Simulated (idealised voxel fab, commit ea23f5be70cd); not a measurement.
process module | voxel gate over fins
cross-section cut | 295 nm wide | cells 5 nm
A cross-section is a grid of square cells, given in bands from the top down. A band is one or more rows of cells.
Each band's line starts with the height of the band's top and of its bottom, in nm. Then come its materials from left to right, each with its width in nm. One material with "throughout" fills the band from edge to edge. "air" is empty space.
Height 0 is the level under which the wafer as received is all one material. The lowest band goes on downwards, as in "0 down".
A width such as "30 to 40" changes by the same amount from each row of cells to the next, from the band's top row to its bottom row.
"no change" after a step means that no cell of the cross-section changed.
closed voids: empty space of 8 cells or more with no open way to the top, each as width x height at its distance from the left edge, in nm
after a step's settings: what the simulator itself notes on the step
overlay nm, on a step with a mask: how far to the right of its planned place the mask lay; to the left if negative
plan
1 op RECEIVE | material Si
2 op CONFORMAL_DEP | material SiN | thk nm 10
3 op PATTERN | tone cover | mask id FINS | material resist | width nm 15 | pitch nm 45 | thk nm 15 | overlay nm 0
4 op DIRECTIONAL_ETCH | etch materials SiN | depth nm 10
5 op DIRECTIONAL_ETCH | etch materials Si | depth nm 40
6 op STRIP | etch materials resist
7 op OXIDIZE | depth nm 5
8 op FILL_DEP | material SiO2 | thk nm 15
9 op CMP | height nm 10
10 op SELECTIVE_ETCH | etch materials SiO2 | depth nm 25
11 op STRIP | etch materials SiN
12 op CONFORMAL_DEP | material HfO2 | thk nm 5
13 op CONFORMAL_DEP | material TiN | thk nm 5
14 op CONFORMAL_DEP | material TiAl | thk nm 5
15 op CONFORMAL_DEP | material TiN | thk nm 5
16 op FILL_DEP | material W | thk nm 15
17 op CMP | height nm 30
18 op CONFORMAL_DEP | material SiCN | thk nm 5
first wafer, as planned
as received, after step 1
  0 down: Si throughout
  closed voids: none
after step 2
  10 to 0: SiN throughout
  below 0: unchanged
after step 3
  25 to 10: air 70 | resist 15 | air 30 | resist 15 | air 30 | resist 15 | air 30 | resist 15 | air 75
  below 10: unchanged
after step 4
  25 to 10: air 70 | resist 15 | air 30 | resist 15 | air 30 | resist 15 | air 30 | resist 15 | air 75
  10 to 0: air 70 | SiN 15 | air 30 | SiN 15 | air 30 | SiN 15 | air 30 | SiN 15 | air 75
  below 0: unchanged
after step 5
  25 to 10: air 70 | resist 15 | air 30 | resist 15 | air 30 | resist 15 | air 30 | resist 15 | air 75
  10 to 0: air 70 | SiN 15 | air 30 | SiN 15 | air 30 | SiN 15 | air 30 | SiN 15 | air 75
  0 to -40: air 70 | Si 15 | air 30 | Si 15 | air 30 | Si 15 | air 30 | Si 15 | air 75
  below -40: unchanged
after step 6
  10 to 0: air 70 | SiN 15 | air 30 | SiN 15 | air 30 | SiN 15 | air 30 | SiN 15 | air 75
  below 0: unchanged
after step 7
  10 to 0: air 70 | SiN 15 | air 30 | SiN 15 | air 30 | SiN 15 | air 30 | SiN 15 | air 75
  0 to -40: air 70 | SiO2 5 | Si 5 | SiO2 5 | air 30 | SiO2 5 | Si 5 | SiO2 5 | air 30 | SiO2 5 | Si 5 | SiO2 5 | air 30 | SiO2 5 | Si 5 | SiO2 5 | air 75
  -40 to -45: SiO2 75 | Si 5 | SiO2 40 | Si 5 | SiO2 40 | Si 5 | SiO2 40 | Si 5 | SiO2 80
  below -45: unchanged
after step 8
  25 to 10: SiO2 throughout
  10 to 0: SiO2 70 | SiN 15 | SiO2 30 | SiN 15 | SiO2 30 | SiN 15 | SiO2 30 | SiN 15 | SiO2 75
  0 to -45: SiO2 75 | Si 5 | SiO2 40 | Si 5 | SiO2 40 | Si 5 | SiO2 40 | Si 5 | SiO2 80
  below -45: unchanged
after step 9
  10 to 0: SiO2 70 | SiN 15 | SiO2 30 | SiN 15 | SiO2 30 | SiN 15 | SiO2 30 | SiN 15 | SiO2 75
  below 0: unchanged
after step 10
  10 to 0: air 70 | SiN 15 | air 30 | SiN 15 | air 30 | SiN 15 | air 30 | SiN 15 | air 75
  0 to -15: air 75 | Si 5 | air 40 | Si 5 | air 40 | Si 5 | air 40 | Si 5 | air 80
  below -15: unchanged
after step 11
  0 to -15: air 75 | Si 5 | air 40 | Si 5 | air 40 | Si 5 | air 40 | Si 5 | air 80
  below -15: unchanged
after step 12
  5 to 0: air 70 | HfO2 15 | air 30 | HfO2 15 | air 30 | HfO2 15 | air 30 | HfO2 15 | air 75
  0 to -10: air 70 | HfO2 5 | Si 5 | HfO2 5 | air 30 | HfO2 5 | Si 5 | HfO2 5 | air 30 | HfO2 5 | Si 5 | HfO2 5 | air 30 | HfO2 5 | Si 5 | HfO2 5 | air 75
  -10 to -15: HfO2 75 | Si 5 | HfO2 40 | Si 5 | HfO2 40 | Si 5 | HfO2 40 | Si 5 | HfO2 80
  below -15: unchanged
after step 13
  10 to 5: air 65 | TiN 25 | air 20 | TiN 25 | air 20 | TiN 25 | air 20 | TiN 25 | air 70
  5 to 0: air 65 | TiN 5 | HfO2 15 | TiN 5 | air 20 | TiN 5 | HfO2 15 | TiN 5 | air 20 | TiN 5 | HfO2 15 | TiN 5 | air 20 | TiN 5 | HfO2 15 | TiN 5 | air 70
  0 to -5: air 65 | TiN 5 | HfO2 5 | Si 5 | HfO2 5 | TiN 5 | air 20 | TiN 5 | HfO2 5 | Si 5 | HfO2 5 | TiN 5 | air 20 | TiN 5 | HfO2 5 | Si 5 | HfO2 5 | TiN 5 | air 20 | TiN 5 | HfO2 5 | Si 5 | HfO2 5 | TiN 5 | air 70
  -5 to -10: TiN 70 | HfO2 5 | Si 5 | HfO2 5 | TiN 30 | HfO2 5 | Si 5 | HfO2 5 | TiN 30 | HfO2 5 | Si 5 | HfO2 5 | TiN 30 | HfO2 5 | Si 5 | HfO2 5 | TiN 75
  below -10: unchanged
after step 14
  15 to 10: air 60 | TiAl 35 | air 10 | TiAl 35 | air 10 | TiAl 35 | air 10 | TiAl 35 | air 65
  10 to 5: air 60 | TiAl 5 | TiN 25 | TiAl 5 | air 10 | TiAl 5 | TiN 25 | TiAl 5 | air 10 | TiAl 5 | TiN 25 | TiAl 5 | air 10 | TiAl 5 | TiN 25 | TiAl 5 | air 65
  5 to 0: air 60 | TiAl 5 | TiN 5 | HfO2 15 | TiN 5 | TiAl 5 | air 10 | TiAl 5 | TiN 5 | HfO2 15 | TiN 5 | TiAl 5 | air 10 | TiAl 5 | TiN 5 | HfO2 15 | TiN 5 | TiAl 5 | air 10 | TiAl 5 | TiN 5 | HfO2 15 | TiN 5 | TiAl 5 | air 65
  0 to -5: TiAl 65 | TiN 5 | HfO2 5 | Si 5 | HfO2 5 | TiN 5 | TiAl 20 | TiN 5 | HfO2 5 | Si 5 | HfO2 5 | TiN 5 | TiAl 20 | TiN 5 | HfO2 5 | Si 5 | HfO2 5 | TiN 5 | TiAl 20 | TiN 5 | HfO2 5 | Si 5 | HfO2 5 | TiN 5 | TiAl 70
  below -5: unchanged
after step 15
  20 to 15: air 55 | TiN 180 | air 60
  15 to 10: air 55 | TiN 5 | TiAl 35 | TiN 10 | TiAl 35 | TiN 10 | TiAl 35 | TiN 10 | TiAl 35 | TiN 5 | air 60
  10 to 5: air 55 | TiN 5 | TiAl 5 | TiN 25 | TiAl 5 | TiN 10 | TiAl 5 | TiN 25 | TiAl 5 | TiN 10 | TiAl 5 | TiN 25 | TiAl 5 | TiN 10 | TiAl 5 | TiN 25 | TiAl 5 | TiN 5 | air 60
  5 to 0: TiN 60 | TiAl 5 | TiN 5 | HfO2 15 | TiN 5 | TiAl 5 | TiN 10 | TiAl 5 | TiN 5 | HfO2 15 | TiN 5 | TiAl 5 | TiN 10 | TiAl 5 | TiN 5 | HfO2 15 | TiN 5 | TiAl 5 | TiN 10 | TiAl 5 | TiN 5 | HfO2 15 | TiN 5 | TiAl 5 | TiN 65
  below 0: unchanged
after step 16
  35 to 20: W throughout
  20 to 15: W 55 | TiN 180 | W 60
  15 to 10: W 55 | TiN 5 | TiAl 35 | TiN 10 | TiAl 35 | TiN 10 | TiAl 35 | TiN 10 | TiAl 35 | TiN 5 | W 60
  10 to 5: W 55 | TiN 5 | TiAl 5 | TiN 25 | TiAl 5 | TiN 10 | TiAl 5 | TiN 25 | TiAl 5 | TiN 10 | TiAl 5 | TiN 25 | TiAl 5 | TiN 10 | TiAl 5 | TiN 25 | TiAl 5 | TiN 5 | W 60
  below 5: unchanged
after step 17
  30 to 20: W throughout
  below 20: unchanged
after step 18
  35 to 30: SiCN throughout
  below 30: unchanged
second wafer: like start, like plan, one mistake. Through step 4 it matches the first wafer
when step 5 should have ended
  25 to 10: air 70 | resist 15 | air 30 | resist 15 | air 30 | resist 15 | air 30 | resist 15 | air 75
  10 to 0: air 70 | SiN 15 | air 30 | SiN 15 | air 30 | SiN 15 | air 30 | SiN 15 | air 75
  0 to -45: air 70 | Si 15 | air 30 | Si 15 | air 30 | Si 15 | air 30 | Si 15 | air 75
  below -45: unchanged
when step 6 should have ended
  10 to 0: air 70 | SiN 15 | air 30 | SiN 15 | air 30 | SiN 15 | air 30 | SiN 15 | air 75
  below 0: unchanged
when step 7 should have ended
  10 to 0: air 70 | SiN 15 | air 30 | SiN 15 | air 30 | SiN 15 | air 30 | SiN 15 | air 75
  0 to -45: air 70 | SiO2 5 | Si 5 | SiO2 5 | air 30 | SiO2 5 | Si 5 | SiO2 5 | air 30 | SiO2 5 | Si 5 | SiO2 5 | air 30 | SiO2 5 | Si 5 | SiO2 5 | air 75
  -45 to -50: SiO2 75 | Si 5 | SiO2 40 | Si 5 | SiO2 40 | Si 5 | SiO2 40 | Si 5 | SiO2 80
  below -50: unchanged
when step 8 should have ended
  25 to 10: SiO2 throughout
  10 to 0: SiO2 70 | SiN 15 | SiO2 30 | SiN 15 | SiO2 30 | SiN 15 | SiO2 30 | SiN 15 | SiO2 75
  0 to -50: SiO2 75 | Si 5 | SiO2 40 | Si 5 | SiO2 40 | Si 5 | SiO2 40 | Si 5 | SiO2 80
  below -50: unchanged
when step 9 should have ended
  10 to 0: SiO2 70 | SiN 15 | SiO2 30 | SiN 15 | SiO2 30 | SiN 15 | SiO2 30 | SiN 15 | SiO2 75
  below 0: unchanged
when step 10 should have ended
  10 to 0: air 70 | SiN 15 | air 30 | SiN 15 | air 30 | SiN 15 | air 30 | SiN 15 | air 75
  0 to -15: air 75 | Si 5 | air 40 | Si 5 | air 40 | Si 5 | air 40 | Si 5 | air 80
  below -15: unchanged
when step 11 should have ended
  0 to -15: air 75 | Si 5 | air 40 | Si 5 | air 40 | Si 5 | air 40 | Si 5 | air 80
  below -15: unchanged
when step 12 should have ended
  5 to 0: air 70 | HfO2 15 | air 30 | HfO2 15 | air 30 | HfO2 15 | air 30 | HfO2 15 | air 75
  0 to -10: air 70 | HfO2 5 | Si 5 | HfO2 5 | air 30 | HfO2 5 | Si 5 | HfO2 5 | air 30 | HfO2 5 | Si 5 | HfO2 5 | air 30 | HfO2 5 | Si 5 | HfO2 5 | air 75
  -10 to -15: HfO2 75 | Si 5 | HfO2 40 | Si 5 | HfO2 40 | Si 5 | HfO2 40 | Si 5 | HfO2 80
  below -15: unchanged
when step 13 should have ended
  10 to 5: air 65 | TiN 25 | air 20 | TiN 25 | air 20 | TiN 25 | air 20 | TiN 25 | air 70
  5 to 0: air 65 | TiN 5 | HfO2 15 | TiN 5 | air 20 | TiN 5 | HfO2 15 | TiN 5 | air 20 | TiN 5 | HfO2 15 | TiN 5 | air 20 | TiN 5 | HfO2 15 | TiN 5 | air 70
  0 to -5: air 65 | TiN 5 | HfO2 5 | Si 5 | HfO2 5 | TiN 5 | air 20 | TiN 5 | HfO2 5 | Si 5 | HfO2 5 | TiN 5 | air 20 | TiN 5 | HfO2 5 | Si 5 | HfO2 5 | TiN 5 | air 20 | TiN 5 | HfO2 5 | Si 5 | HfO2 5 | TiN 5 | air 70
  -5 to -10: TiN 70 | HfO2 5 | Si 5 | HfO2 5 | TiN 30 | HfO2 5 | Si 5 | HfO2 5 | TiN 30 | HfO2 5 | Si 5 | HfO2 5 | TiN 30 | HfO2 5 | Si 5 | HfO2 5 | TiN 75
  below -10: unchanged
when step 14 should have ended
  15 to 10: air 60 | TiAl 35 | air 10 | TiAl 35 | air 10 | TiAl 35 | air 10 | TiAl 35 | air 65
  10 to 5: air 60 | TiAl 5 | TiN 25 | TiAl 5 | air 10 | TiAl 5 | TiN 25 | TiAl 5 | air 10 | TiAl 5 | TiN 25 | TiAl 5 | air 10 | TiAl 5 | TiN 25 | TiAl 5 | air 65
  5 to 0: air 60 | TiAl 5 | TiN 5 | HfO2 15 | TiN 5 | TiAl 5 | air 10 | TiAl 5 | TiN 5 | HfO2 15 | TiN 5 | TiAl 5 | air 10 | TiAl 5 | TiN 5 | HfO2 15 | TiN 5 | TiAl 5 | air 10 | TiAl 5 | TiN 5 | HfO2 15 | TiN 5 | TiAl 5 | air 65
  0 to -5: TiAl 65 | TiN 5 | HfO2 5 | Si 5 | HfO2 5 | TiN 5 | TiAl 20 | TiN 5 | HfO2 5 | Si 5 | HfO2 5 | TiN 5 | TiAl 20 | TiN 5 | HfO2 5 | Si 5 | HfO2 5 | TiN 5 | TiAl 20 | TiN 5 | HfO2 5 | Si 5 | HfO2 5 | TiN 5 | TiAl 70
  below -5: unchanged
when step 15 should have ended
  20 to 15: air 55 | TiN 180 | air 60
  15 to 10: air 55 | TiN 5 | TiAl 35 | TiN 10 | TiAl 35 | TiN 10 | TiAl 35 | TiN 10 | TiAl 35 | TiN 5 | air 60
  10 to 5: air 55 | TiN 5 | TiAl 5 | TiN 25 | TiAl 5 | TiN 10 | TiAl 5 | TiN 25 | TiAl 5 | TiN 10 | TiAl 5 | TiN 25 | TiAl 5 | TiN 10 | TiAl 5 | TiN 25 | TiAl 5 | TiN 5 | air 60
  5 to 0: TiN 60 | TiAl 5 | TiN 5 | HfO2 15 | TiN 5 | TiAl 5 | TiN 10 | TiAl 5 | TiN 5 | HfO2 15 | TiN 5 | TiAl 5 | TiN 10 | TiAl 5 | TiN 5 | HfO2 15 | TiN 5 | TiAl 5 | TiN 10 | TiAl 5 | TiN 5 | HfO2 15 | TiN 5 | TiAl 5 | TiN 65
  below 0: unchanged
when step 16 should have ended
  35 to 20: W throughout
  20 to 15: W 55 | TiN 180 | W 60
  15 to 10: W 55 | TiN 5 | TiAl 35 | TiN 10 | TiAl 35 | TiN 10 | TiAl 35 | TiN 10 | TiAl 35 | TiN 5 | W 60
  10 to 5: W 55 | TiN 5 | TiAl 5 | TiN 25 | TiAl 5 | TiN 10 | TiAl 5 | TiN 25 | TiAl 5 | TiN 10 | TiAl 5 | TiN 25 | TiAl 5 | TiN 10 | TiAl 5 | TiN 25 | TiAl 5 | TiN 5 | W 60
  below 5: unchanged
when step 17 should have ended
  30 to 20: W throughout
  below 20: unchanged
when step 18 should have ended
  35 to 30: SiCN throughout
  below 30: unchanged
what went wrong: step 5 ran as: op DIRECTIONAL_ETCH | etch materials Si | depth nm 45
at the end the second wafer has, in cells: 55 fewer of Si | 55 more of SiO2
